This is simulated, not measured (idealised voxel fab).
process module | voxel transistor to metal
cross-section cut | 205 nm wide | cells 5 nm
A cross-section is a grid of square cells, given in bands from the top down. A band is one or more rows of cells.
Each band's line starts with the height of the band's top and of its bottom, in nm. Then come its materials from left to right, each with its width in nm. One material with "throughout" fills the band from edge to edge. "air" is empty space.
Height 0 is the level under which the wafer as received is all one material. The lowest band goes on downwards, as in "0 down".
A width such as "30 to 40" changes by the same amount from each row of cells to the next, from the band's top row to its bottom row.
"no change" after a step means that no cell of the cross-section changed.
closed voids: empty space of 8 cells or more with no open way to the top, each as width x height at its distance from the left edge, in nm
after a step's settings: what the simulator itself notes on the step
overlay nm, on a step with a mask: how far to the right of its planned place the mask lay; to the left if negative
plan
1 op RECEIVE | material Si
2 op CONFORMAL_DEP | material SiO2 | thk nm 5
3 op CONFORMAL_DEP | material SiN | thk nm 15
4 op PATTERN | tone cover | mask id ACTIVE | material resist | width nm 105 | thk nm 20 | overlay nm 0
5 op DIRECTIONAL_ETCH | etch materials SiN | depth nm 15
6 op DIRECTIONAL_ETCH | etch materials SiO2 | depth nm 5
7 op DIRECTIONAL_ETCH | etch materials Si | depth nm 30
8 op STRIP | etch materials resist
9 op OXIDIZE | depth nm 5
10 op FILL_DEP | material SiO2 | thk nm 15
11 op CMP | height nm 20
12 op SELECTIVE_ETCH | etch materials SiO2 | depth nm 15
13 op STRIP | etch materials SiN
14 op SELECTIVE_ETCH | etch materials SiO2 | depth nm 5
15 op OXIDIZE | depth nm 5
16 op DIRECTIONAL_DEP | material polySi | thk nm 25
17 op DIRECTIONAL_DEP | material SiCN | thk nm 10
18 op PATTERN | tone cover | mask id GATE | material resist | width nm 25 | thk nm 15 | overlay nm 0
19 op DIRECTIONAL_ETCH | etch materials SiCN | depth nm 20
20 op DIRECTIONAL_ETCH | etch materials polySi | depth nm 35
21 op STRIP | etch materials resist
22 op CONFORMAL_DEP | material SiN | thk nm 10
23 op DIRECTIONAL_ETCH | etch materials SiN | depth nm 10
24 op DIRECTIONAL_ETCH | etch materials SiO2 | depth nm 5
25 op EPI | material nSi | thk nm 5
26 op FILL_DEP | material SiO2 | thk nm 10
27 op CMP | height nm 25
28 op STRIP | etch materials polySi
29 op SELECTIVE_ETCH | etch materials SiO2 | depth nm 5
30 op CONFORMAL_DEP | material HfO2 | thk nm 5
31 op CONFORMAL_DEP | material TiN | thk nm 5
32 op FILL_DEP | material W | thk nm 10
33 op CMP | height nm 20
34 op DIRECTIONAL_DEP | material SiO2 | thk nm 15
35 op MASKED_ETCH | tone open | mask id CONTACT | width nm 15 | pitch nm 80 | etch materials SiO2 | depth nm 35 | overlay nm 0
36 op CONFORMAL_DEP | material TiN | thk nm 5
37 op FILL_DEP | material W | thk nm 5
38 op CMP | height nm 35
39 op DIRECTIONAL_DEP | material TiN | thk nm 5
40 op DIRECTIONAL_DEP | material W | thk nm 15
41 op DIRECTIONAL_DEP | material aC | thk nm 10
42 op PATTERN | tone cover | mask id METAL_1 | material resist | width nm 15 | pitch nm 80 | thk nm 25 | overlay nm 0
43 op DIRECTIONAL_ETCH | etch materials aC | depth nm 10
44 op STRIP | etch materials resist
45 op DIRECTIONAL_ETCH | etch materials W | depth nm 15
46 op DIRECTIONAL_ETCH | etch materials TiN | depth nm 5
47 op STRIP | etch materials aC
48 op CONFORMAL_DEP | material SiCN | thk nm 5
49 op FILL_DEP | material SiO2 | thk nm 10
50 op CMP | height nm 55
51 op CONFORMAL_DEP | material SiCN | thk nm 5
52 op DIRECTIONAL_DEP | material SiO2 | thk nm 30
53 op MASKED_ETCH | tone open | mask id METAL_2 | width nm 15 | pitch nm 80 | etch materials SiO2 | depth nm 20 | overlay nm 0
54 op DIRECTIONAL_DEP | material aC | thk nm 15
55 op PATTERN | tone open | mask id METAL_2_HOLES | material resist | width nm 15 | pitch nm 80 | thk nm 35 | overlay nm 0
56 op DIRECTIONAL_ETCH | etch materials aC | depth nm 15
57 op STRIP | etch materials resist
58 op DIRECTIONAL_ETCH | etch materials SiO2 | depth nm 10
59 op DIRECTIONAL_ETCH | etch materials SiCN | depth nm 5
60 op STRIP | etch materials aC
61 op CONFORMAL_DEP | material TiN | thk nm 5
62 op FILL_DEP | material Cu | thk nm 5
63 op CMP | height nm 90
64 op CONFORMAL_DEP | material SiCN | thk nm 5
first wafer, as planned
as received, after step 1
  0 down: Si throughout
  closed voids: none
after step 2
  5 to 0: SiO2 throughout
  below 0: unchanged
after step 3
  20 to 5: SiN throughout
  below 5: unchanged
after step 4
  40 to 20: air 50 | resist 105 | air 50
  below 20: unchanged
after step 5
  40 to 20: air 50 | resist 105 | air 50
  20 to 5: air 50 | SiN 105 | air 50
  below 5: unchanged
after step 6
  40 to 20: air 50 | resist 105 | air 50
  20 to 5: air 50 | SiN 105 | air 50
  5 to 0: air 50 | SiO2 105 | air 50
  below 0: unchanged
after step 7
  40 to 20: air 50 | resist 105 | air 50
  20 to 5: air 50 | SiN 105 | air 50
  5 to 0: air 50 | SiO2 105 | air 50
  0 to -30: air 50 | Si 105 | air 50
  below -30: unchanged
after step 8
  20 to 5: air 50 | SiN 105 | air 50
  below 5: unchanged
after step 9
  20 to 5: air 50 | SiN 105 | air 50
  5 to 0: air 50 | SiO2 105 | air 50
  0 to -30: air 50 | SiO2 5 | Si 95 | SiO2 5 | air 50
  -30 to -35: SiO2 55 | Si 95 | SiO2 55
  below -35: unchanged
after step 10
  35 to 20: SiO2 throughout
  20 to 5: SiO2 50 | SiN 105 | SiO2 50
  5 to 0: SiO2 throughout
  0 to -35: SiO2 55 | Si 95 | SiO2 55
  below -35: unchanged
after step 11
  20 to 5: SiO2 50 | SiN 105 | SiO2 50
  below 5: unchanged
after step 12
  20 to 5: air 50 | SiN 105 | air 50
  below 5: unchanged
after step 13
  5 to 0: SiO2 throughout
  below 0: unchanged
after step 14
  0 to -35: SiO2 55 | Si 95 | SiO2 55
  below -35: unchanged
after step 15
  0 to -5: SiO2 throughout
  below -5: unchanged
after step 16
  25 to 0: polySi throughout
  below 0: unchanged
after step 17
  35 to 25: SiCN throughout
  below 25: unchanged
after step 18
  50 to 35: air 90 | resist 25 | air 90
  below 35: unchanged
after step 19
  50 to 35: air 90 | resist 25 | air 90
  35 to 25: air 90 | SiCN 25 | air 90
  below 25: unchanged
after step 20
  50 to 35: air 90 | resist 25 | air 90
  35 to 25: air 90 | SiCN 25 | air 90
  25 to 0: air 90 | polySi 25 | air 90
  below 0: unchanged
after step 21
  35 to 25: air 90 | SiCN 25 | air 90
  below 25: unchanged
after step 22
  45 to 35: air 80 | SiN 45 | air 80
  35 to 25: air 80 | SiN 10 | SiCN 25 | SiN 10 | air 80
  25 to 10: air 80 | SiN 10 | polySi 25 | SiN 10 | air 80
  10 to 0: SiN 90 | polySi 25 | SiN 90
  below 0: unchanged
after step 23
  35 to 25: air 80 | SiN 10 | SiCN 25 | SiN 10 | air 80
  25 to 0: air 80 | SiN 10 | polySi 25 | SiN 10 | air 80
  below 0: unchanged
after step 24
  35 to 25: air 80 | SiN 10 | SiCN 25 | SiN 10 | air 80
  25 to 0: air 80 | SiN 10 | polySi 25 | SiN 10 | air 80
  0 to -5: air 80 | SiO2 45 | air 80
  below -5: unchanged
after step 25
  35 to 25: air 80 | SiN 10 | SiCN 25 | SiN 10 | air 80
  25 to 0: air 80 | SiN 10 | polySi 25 | SiN 10 | air 80
  0 to -5: air 50 | nSi 30 | SiO2 45 | nSi 30 | air 50
  below -5: unchanged
after step 26
  45 to 35: SiO2 throughout
  35 to 25: SiO2 80 | SiN 10 | SiCN 25 | SiN 10 | SiO2 80
  25 to 0: SiO2 80 | SiN 10 | polySi 25 | SiN 10 | SiO2 80
  0 to -5: SiO2 50 | nSi 30 | SiO2 45 | nSi 30 | SiO2 50
  below -5: unchanged
after step 27
  25 to 0: SiO2 80 | SiN 10 | polySi 25 | SiN 10 | SiO2 80
  below 0: unchanged
after step 28
  25 to 0: SiO2 80 | SiN 10 | air 25 | SiN 10 | SiO2 80
  below 0: unchanged
after step 29
  25 to 20: air 80 | SiN 10 | air 25 | SiN 10 | air 80
  20 to 0: SiO2 80 | SiN 10 | air 25 | SiN 10 | SiO2 80
  0 to -5: SiO2 50 | nSi 30 | SiO2 5 | air 35 | SiO2 5 | nSi 30 | SiO2 50
  below -5: unchanged
after step 30
  30 to 25: air 75 | HfO2 20 | air 15 | HfO2 20 | air 75
  25 to 20: HfO2 80 | SiN 10 | HfO2 5 | air 15 | HfO2 5 | SiN 10 | HfO2 80
  20 to 0: SiO2 80 | SiN 10 | HfO2 5 | air 15 | HfO2 5 | SiN 10 | SiO2 80
  0 to -5: SiO2 50 | nSi 30 | SiO2 5 | HfO2 35 | SiO2 5 | nSi 30 | SiO2 50
  below -5: unchanged
after step 31
  35 to 30: air 70 | TiN 30 | air 5 | TiN 30 | air 70
  30 to 25: TiN 75 | HfO2 20 | TiN 5 | air 5 | TiN 5 | HfO2 20 | TiN 75
  25 to 20: HfO2 80 | SiN 10 | HfO2 5 | TiN 5 | air 5 | TiN 5 | HfO2 5 | SiN 10 | HfO2 80
  20 to 5: SiO2 80 | SiN 10 | HfO2 5 | TiN 5 | air 5 | TiN 5 | HfO2 5 | SiN 10 | SiO2 80
  5 to 0: SiO2 80 | SiN 10 | HfO2 5 | TiN 15 | HfO2 5 | SiN 10 | SiO2 80
  below 0: unchanged
after step 32
  45 to 35: W throughout
  35 to 30: W 70 | TiN 30 | W 5 | TiN 30 | W 70
  30 to 25: TiN 75 | HfO2 20 | TiN 5 | W 5 | TiN 5 | HfO2 20 | TiN 75
  25 to 20: HfO2 80 | SiN 10 | HfO2 5 | TiN 5 | W 5 | TiN 5 | HfO2 5 | SiN 10 | HfO2 80
  20 to 5: SiO2 80 | SiN 10 | HfO2 5 | TiN 5 | W 5 | TiN 5 | HfO2 5 | SiN 10 | SiO2 80
  below 5: unchanged
after step 33
  20 to 5: SiO2 80 | SiN 10 | HfO2 5 | TiN 5 | W 5 | TiN 5 | HfO2 5 | SiN 10 | SiO2 80
  below 5: unchanged
after step 34
  35 to 20: SiO2 throughout
  below 20: unchanged
after step 35
  35 to 20: SiO2 55 | air 15 | SiO2 65 | air 15 | SiO2 55
  20 to 5: SiO2 55 | air 15 | SiO2 10 | SiN 10 | HfO2 5 | TiN 5 | W 5 | TiN 5 | HfO2 5 | SiN 10 | SiO2 10 | air 15 | SiO2 55
  5 to 0: SiO2 55 | air 15 | SiO2 10 | SiN 10 | HfO2 5 | TiN 15 | HfO2 5 | SiN 10 | SiO2 10 | air 15 | SiO2 55
  below 0: unchanged
after step 36
  40 to 35: TiN 60 | air 5 | TiN 75 | air 5 | TiN 60
  35 to 20: SiO2 55 | TiN 5 | air 5 | TiN 5 | SiO2 65 | TiN 5 | air 5 | TiN 5 | SiO2 55
  20 to 5: SiO2 55 | TiN 5 | air 5 | TiN 5 | SiO2 10 | SiN 10 | HfO2 5 | TiN 5 | W 5 | TiN 5 | HfO2 5 | SiN 10 | SiO2 10 | TiN 5 | air 5 | TiN 5 | SiO2 55
  5 to 0: SiO2 55 | TiN 15 | SiO2 10 | SiN 10 | HfO2 5 | TiN 15 | HfO2 5 | SiN 10 | SiO2 10 | TiN 15 | SiO2 55
  below 0: unchanged
after step 37
  45 to 40: W throughout
  40 to 35: TiN 60 | W 5 | TiN 75 | W 5 | TiN 60
  35 to 20: SiO2 55 | TiN 5 | W 5 | TiN 5 | SiO2 65 | TiN 5 | W 5 | TiN 5 | SiO2 55
  20 to 5: SiO2 55 | TiN 5 | W 5 | TiN 5 | SiO2 10 | SiN 10 | HfO2 5 | TiN 5 | W 5 | TiN 5 | HfO2 5 | SiN 10 | SiO2 10 | TiN 5 | W 5 | TiN 5 | SiO2 55
  below 5: unchanged
after step 38
  35 to 20: SiO2 55 | TiN 5 | W 5 | TiN 5 | SiO2 65 | TiN 5 | W 5 | TiN 5 | SiO2 55
  below 20: unchanged
after step 39
  40 to 35: TiN throughout
  below 35: unchanged
after step 40
  55 to 40: W throughout
  below 40: unchanged
after step 41
  65 to 55: aC throughout
  below 55: unchanged
after step 42
  90 to 65: air 55 | resist 15 | air 65 | resist 15 | air 55
  below 65: unchanged
after step 43
  80 to 65: air 55 | resist 15 | air 65 | resist 15 | air 55
  65 to 55: air 55 | aC 15 | air 65 | aC 15 | air 55
  below 55: unchanged
after step 44
  65 to 55: air 55 | aC 15 | air 65 | aC 15 | air 55
  below 55: unchanged
after step 45
  65 to 55: air 55 | aC 15 | air 65 | aC 15 | air 55
  55 to 40: air 55 | W 15 | air 65 | W 15 | air 55
  below 40: unchanged
after step 46
  65 to 55: air 55 | aC 15 | air 65 | aC 15 | air 55
  55 to 40: air 55 | W 15 | air 65 | W 15 | air 55
  40 to 35: air 55 | TiN 15 | air 65 | TiN 15 | air 55
  below 35: unchanged
after step 47
  55 to 40: air 55 | W 15 | air 65 | W 15 | air 55
  below 40: unchanged
after step 48
  60 to 55: air 50 | SiCN 25 | air 55 | SiCN 25 | air 50
  55 to 40: air 50 | SiCN 5 | W 15 | SiCN 5 | air 55 | SiCN 5 | W 15 | SiCN 5 | air 50
  40 to 35: SiCN 55 | TiN 15 | SiCN 65 | TiN 15 | SiCN 55
  below 35: unchanged
after step 49
  70 to 60: SiO2 throughout
  60 to 55: SiO2 50 | SiCN 25 | SiO2 55 | SiCN 25 | SiO2 50
  55 to 40: SiO2 50 | SiCN 5 | W 15 | SiCN 5 | SiO2 55 | SiCN 5 | W 15 | SiCN 5 | SiO2 50
  below 40: unchanged
after step 50
  55 to 40: SiO2 50 | SiCN 5 | W 15 | SiCN 5 | SiO2 55 | SiCN 5 | W 15 | SiCN 5 | SiO2 50
  below 40: unchanged
after step 51
  60 to 55: SiCN throughout
  below 55: unchanged
after step 52
  90 to 60: SiO2 throughout
  below 60: unchanged
after step 53
  90 to 70: SiO2 55 | air 15 | SiO2 65 | air 15 | SiO2 55
  below 70: unchanged
after step 54
  105 to 90: aC 55 | air 15 | aC 65 | air 15 | aC 55
  90 to 85: SiO2 55 | air 15 | SiO2 65 | air 15 | SiO2 55
  85 to 70: SiO2 55 | aC 15 | SiO2 65 | aC 15 | SiO2 55
  below 70: unchanged
after step 55
  140 to 105: resist 55 | air 15 | resist 65 | air 15 | resist 55
  below 105: unchanged
after step 56
  125 to 105: resist 55 | air 15 | resist 65 | air 15 | resist 55
  105 to 90: aC 55 | air 15 | aC 65 | air 15 | aC 55
  90 to 70: SiO2 55 | air 15 | SiO2 65 | air 15 | SiO2 55
  below 70: unchanged
after step 57
  105 to 90: aC 55 | air 15 | aC 65 | air 15 | aC 55
  below 90: unchanged
after step 58
  105 to 90: aC 55 | air 15 | aC 65 | air 15 | aC 55
  90 to 60: SiO2 55 | air 15 | SiO2 65 | air 15 | SiO2 55
  below 60: unchanged
after step 59
  105 to 90: aC 55 | air 15 | aC 65 | air 15 | aC 55
  90 to 60: SiO2 55 | air 15 | SiO2 65 | air 15 | SiO2 55
  60 to 55: SiCN 55 | air 15 | SiCN 65 | air 15 | SiCN 55
  below 55: unchanged
after step 60
  90 to 60: SiO2 55 | air 15 | SiO2 65 | air 15 | SiO2 55
  below 60: unchanged
after step 61
  95 to 90: TiN 60 | air 5 | TiN 75 | air 5 | TiN 60
  90 to 60: SiO2 55 | TiN 5 | air 5 | TiN 5 | SiO2 65 | TiN 5 | air 5 | TiN 5 | SiO2 55
  60 to 55: SiCN 55 | TiN 15 | SiCN 65 | TiN 15 | SiCN 55
  below 55: unchanged
after step 62
  100 to 95: Cu throughout
  95 to 90: TiN 60 | Cu 5 | TiN 75 | Cu 5 | TiN 60
  90 to 60: SiO2 55 | TiN 5 | Cu 5 | TiN 5 | SiO2 65 | TiN 5 | Cu 5 | TiN 5 | SiO2 55
  below 60: unchanged
after step 63
  90 to 60: SiO2 55 | TiN 5 | Cu 5 | TiN 5 | SiO2 65 | TiN 5 | Cu 5 | TiN 5 | SiO2 55
  below 60: unchanged
after step 64
  95 to 90: SiCN throughout
  below 90: unchanged
second wafer: like start, like plan, one mistake. Through step 3 it matches the first wafer
when step 4 should have ended
  40 to 20: air 45 | resist 105 | air 55
  below 20: unchanged
when step 5 should have ended
  40 to 20: air 45 | resist 105 | air 55
  20 to 5: air 45 | SiN 105 | air 55
  below 5: unchanged
when step 6 should have ended
  40 to 20: air 45 | resist 105 | air 55
  20 to 5: air 45 | SiN 105 | air 55
  5 to 0: air 45 | SiO2 105 | air 55
  below 0: unchanged
when step 7 should have ended
  40 to 20: air 45 | resist 105 | air 55
  20 to 5: air 45 | SiN 105 | air 55
  5 to 0: air 45 | SiO2 105 | air 55
  0 to -30: air 45 | Si 105 | air 55
  below -30: unchanged
when step 8 should have ended
  20 to 5: air 45 | SiN 105 | air 55
  below 5: unchanged
when step 9 should have ended
  20 to 5: air 45 | SiN 105 | air 55
  5 to 0: air 45 | SiO2 105 | air 55
  0 to -30: air 45 | SiO2 5 | Si 95 | SiO2 5 | air 55
  -30 to -35: SiO2 50 | Si 95 | SiO2 60
  below -35: unchanged
when step 10 should have ended
  35 to 20: SiO2 throughout
  20 to 5: SiO2 45 | SiN 105 | SiO2 55
  5 to 0: SiO2 throughout
  0 to -35: SiO2 50 | Si 95 | SiO2 60
  below -35: unchanged
when step 11 should have ended
  20 to 5: SiO2 45 | SiN 105 | SiO2 55
  below 5: unchanged
when step 12 should have ended
  20 to 5: air 45 | SiN 105 | air 55
  below 5: unchanged
when step 13 should have ended
  5 to 0: SiO2 throughout
  below 0: unchanged
when step 14 should have ended
  0 to -35: SiO2 50 | Si 95 | SiO2 60
  below -35: unchanged
when step 15 should have ended
  0 to -5: SiO2 throughout
  below -5: unchanged
when step 16 should have ended
  25 to 0: polySi throughout
  below 0: unchanged
when step 17 should have ended
  35 to 25: SiCN throughout
  below 25: unchanged
when step 18 should have ended
  50 to 35: air 90 | resist 25 | air 90
  below 35: unchanged
when step 19 should have ended
  50 to 35: air 90 | resist 25 | air 90
  35 to 25: air 90 | SiCN 25 | air 90
  below 25: unchanged
when step 20 should have ended
  50 to 35: air 90 | resist 25 | air 90
  35 to 25: air 90 | SiCN 25 | air 90
  25 to 0: air 90 | polySi 25 | air 90
  below 0: unchanged
when step 21 should have ended
  35 to 25: air 90 | SiCN 25 | air 90
  below 25: unchanged
when step 22 should have ended
  45 to 35: air 80 | SiN 45 | air 80
  35 to 25: air 80 | SiN 10 | SiCN 25 | SiN 10 | air 80
  25 to 10: air 80 | SiN 10 | polySi 25 | SiN 10 | air 80
  10 to 0: SiN 90 | polySi 25 | SiN 90
  below 0: unchanged
when step 23 should have ended
  35 to 25: air 80 | SiN 10 | SiCN 25 | SiN 10 | air 80
  25 to 0: air 80 | SiN 10 | polySi 25 | SiN 10 | air 80
  below 0: unchanged
when step 24 should have ended
  35 to 25: air 80 | SiN 10 | SiCN 25 | SiN 10 | air 80
  25 to 0: air 80 | SiN 10 | polySi 25 | SiN 10 | air 80
  0 to -5: air 80 | SiO2 45 | air 80
  below -5: unchanged
when step 25 should have ended
  35 to 25: air 80 | SiN 10 | SiCN 25 | SiN 10 | air 80
  25 to 0: air 80 | SiN 10 | polySi 25 | SiN 10 | air 80
  0 to -5: air 45 | nSi 35 | SiO2 45 | nSi 25 | air 55
  below -5: unchanged
when step 26 should have ended
  45 to 35: SiO2 throughout
  35 to 25: SiO2 80 | SiN 10 | SiCN 25 | SiN 10 | SiO2 80
  25 to 0: SiO2 80 | SiN 10 | polySi 25 | SiN 10 | SiO2 80
  0 to -5: SiO2 45 | nSi 35 | SiO2 45 | nSi 25 | SiO2 55
  below -5: unchanged
when step 27 should have ended
  25 to 0: SiO2 80 | SiN 10 | polySi 25 | SiN 10 | SiO2 80
  below 0: unchanged
when step 28 should have ended
  25 to 0: SiO2 80 | SiN 10 | air 25 | SiN 10 | SiO2 80
  below 0: unchanged
when step 29 should have ended
  25 to 20: air 80 | SiN 10 | air 25 | SiN 10 | air 80
  20 to 0: SiO2 80 | SiN 10 | air 25 | SiN 10 | SiO2 80
  0 to -5: SiO2 45 | nSi 35 | SiO2 5 | air 35 | SiO2 5 | nSi 25 | SiO2 55
  below -5: unchanged
when step 30 should have ended
  30 to 25: air 75 | HfO2 20 | air 15 | HfO2 20 | air 75
  25 to 20: HfO2 80 | SiN 10 | HfO2 5 | air 15 | HfO2 5 | SiN 10 | HfO2 80
  20 to 0: SiO2 80 | SiN 10 | HfO2 5 | air 15 | HfO2 5 | SiN 10 | SiO2 80
  0 to -5: SiO2 45 | nSi 35 | SiO2 5 | HfO2 35 | SiO2 5 | nSi 25 | SiO2 55
  below -5: unchanged
when step 31 should have ended
  35 to 30: air 70 | TiN 30 | air 5 | TiN 30 | air 70
  30 to 25: TiN 75 | HfO2 20 | TiN 5 | air 5 | TiN 5 | HfO2 20 | TiN 75
  25 to 20: HfO2 80 | SiN 10 | HfO2 5 | TiN 5 | air 5 | TiN 5 | HfO2 5 | SiN 10 | HfO2 80
  20 to 5: SiO2 80 | SiN 10 | HfO2 5 | TiN 5 | air 5 | TiN 5 | HfO2 5 | SiN 10 | SiO2 80
  5 to 0: SiO2 80 | SiN 10 | HfO2 5 | TiN 15 | HfO2 5 | SiN 10 | SiO2 80
  below 0: unchanged
when step 32 should have ended
  45 to 35: W throughout
  35 to 30: W 70 | TiN 30 | W 5 | TiN 30 | W 70
  30 to 25: TiN 75 | HfO2 20 | TiN 5 | W 5 | TiN 5 | HfO2 20 | TiN 75
  25 to 20: HfO2 80 | SiN 10 | HfO2 5 | TiN 5 | W 5 | TiN 5 | HfO2 5 | SiN 10 | HfO2 80
  20 to 5: SiO2 80 | SiN 10 | HfO2 5 | TiN 5 | W 5 | TiN 5 | HfO2 5 | SiN 10 | SiO2 80
  below 5: unchanged
when step 33 should have ended
  20 to 5: SiO2 80 | SiN 10 | HfO2 5 | TiN 5 | W 5 | TiN 5 | HfO2 5 | SiN 10 | SiO2 80
  below 5: unchanged
when step 34 should have ended
  35 to 20: SiO2 throughout
  below 20: unchanged
when step 35 should have ended
  35 to 20: SiO2 55 | air 15 | SiO2 65 | air 15 | SiO2 55
  20 to 5: SiO2 55 | air 15 | SiO2 10 | SiN 10 | HfO2 5 | TiN 5 | W 5 | TiN 5 | HfO2 5 | SiN 10 | SiO2 10 | air 15 | SiO2 55
  5 to 0: SiO2 55 | air 15 | SiO2 10 | SiN 10 | HfO2 5 | TiN 15 | HfO2 5 | SiN 10 | SiO2 10 | air 15 | SiO2 55
  below 0: unchanged
when step 36 should have ended
  40 to 35: TiN 60 | air 5 | TiN 75 | air 5 | TiN 60
  35 to 20: SiO2 55 | TiN 5 | air 5 | TiN 5 | SiO2 65 | TiN 5 | air 5 | TiN 5 | SiO2 55
  20 to 5: SiO2 55 | TiN 5 | air 5 | TiN 5 | SiO2 10 | SiN 10 | HfO2 5 | TiN 5 | W 5 | TiN 5 | HfO2 5 | SiN 10 | SiO2 10 | TiN 5 | air 5 | TiN 5 | SiO2 55
  5 to 0: SiO2 55 | TiN 15 | SiO2 10 | SiN 10 | HfO2 5 | TiN 15 | HfO2 5 | SiN 10 | SiO2 10 | TiN 15 | SiO2 55
  below 0: unchanged
when step 37 should have ended
  45 to 40: W throughout
  40 to 35: TiN 60 | W 5 | TiN 75 | W 5 | TiN 60
  35 to 20: SiO2 55 | TiN 5 | W 5 | TiN 5 | SiO2 65 | TiN 5 | W 5 | TiN 5 | SiO2 55
  20 to 5: SiO2 55 | TiN 5 | W 5 | TiN 5 | SiO2 10 | SiN 10 | HfO2 5 | TiN 5 | W 5 | TiN 5 | HfO2 5 | SiN 10 | SiO2 10 | TiN 5 | W 5 | TiN 5 | SiO2 55
  below 5: unchanged
when step 38 should have ended
  35 to 20: SiO2 55 | TiN 5 | W 5 | TiN 5 | SiO2 65 | TiN 5 | W 5 | TiN 5 | SiO2 55
  below 20: unchanged
when step 39 should have ended
  40 to 35: TiN throughout
  below 35: unchanged
when step 40 should have ended
  55 to 40: W throughout
  below 40: unchanged
when step 41 should have ended
  65 to 55: aC throughout
  below 55: unchanged
when step 42 should have ended
  90 to 65: air 55 | resist 15 | air 65 | resist 15 | air 55
  below 65: unchanged
when step 43 should have ended
  80 to 65: air 55 | resist 15 | air 65 | resist 15 | air 55
  65 to 55: air 55 | aC 15 | air 65 | aC 15 | air 55
  below 55: unchanged
when step 44 should have ended
  65 to 55: air 55 | aC 15 | air 65 | aC 15 | air 55
  below 55: unchanged
when step 45 should have ended
  65 to 55: air 55 | aC 15 | air 65 | aC 15 | air 55
  55 to 40: air 55 | W 15 | air 65 | W 15 | air 55
  below 40: unchanged
when step 46 should have ended
  65 to 55: air 55 | aC 15 | air 65 | aC 15 | air 55
  55 to 40: air 55 | W 15 | air 65 | W 15 | air 55
  40 to 35: air 55 | TiN 15 | air 65 | TiN 15 | air 55
  below 35: unchanged
when step 47 should have ended
  55 to 40: air 55 | W 15 | air 65 | W 15 | air 55
  below 40: unchanged
when step 48 should have ended
  60 to 55: air 50 | SiCN 25 | air 55 | SiCN 25 | air 50
  55 to 40: air 50 | SiCN 5 | W 15 | SiCN 5 | air 55 | SiCN 5 | W 15 | SiCN 5 | air 50
  40 to 35: SiCN 55 | TiN 15 | SiCN 65 | TiN 15 | SiCN 55
  below 35: unchanged
when step 49 should have ended
  70 to 60: SiO2 throughout
  60 to 55: SiO2 50 | SiCN 25 | SiO2 55 | SiCN 25 | SiO2 50
  55 to 40: SiO2 50 | SiCN 5 | W 15 | SiCN 5 | SiO2 55 | SiCN 5 | W 15 | SiCN 5 | SiO2 50
  below 40: unchanged
when step 50 should have ended
  55 to 40: SiO2 50 | SiCN 5 | W 15 | SiCN 5 | SiO2 55 | SiCN 5 | W 15 | SiCN 5 | SiO2 50
  below 40: unchanged
when step 51 should have ended
  60 to 55: SiCN throughout
  below 55: unchanged
when step 52 should have ended
  90 to 60: SiO2 throughout
  below 60: unchanged
when step 53 should have ended
  90 to 70: SiO2 55 | air 15 | SiO2 65 | air 15 | SiO2 55
  below 70: unchanged
when step 54 should have ended
  105 to 90: aC 55 | air 15 | aC 65 | air 15 | aC 55
  90 to 85: SiO2 55 | air 15 | SiO2 65 | air 15 | SiO2 55
  85 to 70: SiO2 55 | aC 15 | SiO2 65 | aC 15 | SiO2 55
  below 70: unchanged
when step 55 should have ended
  140 to 105: resist 55 | air 15 | resist 65 | air 15 | resist 55
  below 105: unchanged
when step 56 should have ended
  125 to 105: resist 55 | air 15 | resist 65 | air 15 | resist 55
  105 to 90: aC 55 | air 15 | aC 65 | air 15 | aC 55
  90 to 70: SiO2 55 | air 15 | SiO2 65 | air 15 | SiO2 55
  below 70: unchanged
when step 57 should have ended
  105 to 90: aC 55 | air 15 | aC 65 | air 15 | aC 55
  below 90: unchanged
when step 58 should have ended
  105 to 90: aC 55 | air 15 | aC 65 | air 15 | aC 55
  90 to 60: SiO2 55 | air 15 | SiO2 65 | air 15 | SiO2 55
  below 60: unchanged
when step 59 should have ended
  105 to 90: aC 55 | air 15 | aC 65 | air 15 | aC 55
  90 to 60: SiO2 55 | air 15 | SiO2 65 | air 15 | SiO2 55
  60 to 55: SiCN 55 | air 15 | SiCN 65 | air 15 | SiCN 55
  below 55: unchanged
when step 60 should have ended
  90 to 60: SiO2 55 | air 15 | SiO2 65 | air 15 | SiO2 55
  below 60: unchanged
when step 61 should have ended
  95 to 90: TiN 60 | air 5 | TiN 75 | air 5 | TiN 60
  90 to 60: SiO2 55 | TiN 5 | air 5 | TiN 5 | SiO2 65 | TiN 5 | air 5 | TiN 5 | SiO2 55
  60 to 55: SiCN 55 | TiN 15 | SiCN 65 | TiN 15 | SiCN 55
  below 55: unchanged
when step 62 should have ended
  100 to 95: Cu throughout
  95 to 90: TiN 60 | Cu 5 | TiN 75 | Cu 5 | TiN 60
  90 to 60: SiO2 55 | TiN 5 | Cu 5 | TiN 5 | SiO2 65 | TiN 5 | Cu 5 | TiN 5 | SiO2 55
  below 60: unchanged
when step 63 should have ended
  90 to 60: SiO2 55 | TiN 5 | Cu 5 | TiN 5 | SiO2 65 | TiN 5 | Cu 5 | TiN 5 | SiO2 55
  below 60: unchanged
when step 64 should have ended
  95 to 90: SiCN throughout
  below 90: unchanged
what went wrong: step 4 ran as: op PATTERN | tone cover | mask id ACTIVE | material resist | width nm 105 | thk nm 20 | overlay nm -5
at the end the second wafer has, in cells: as many of each material as the first, in other places
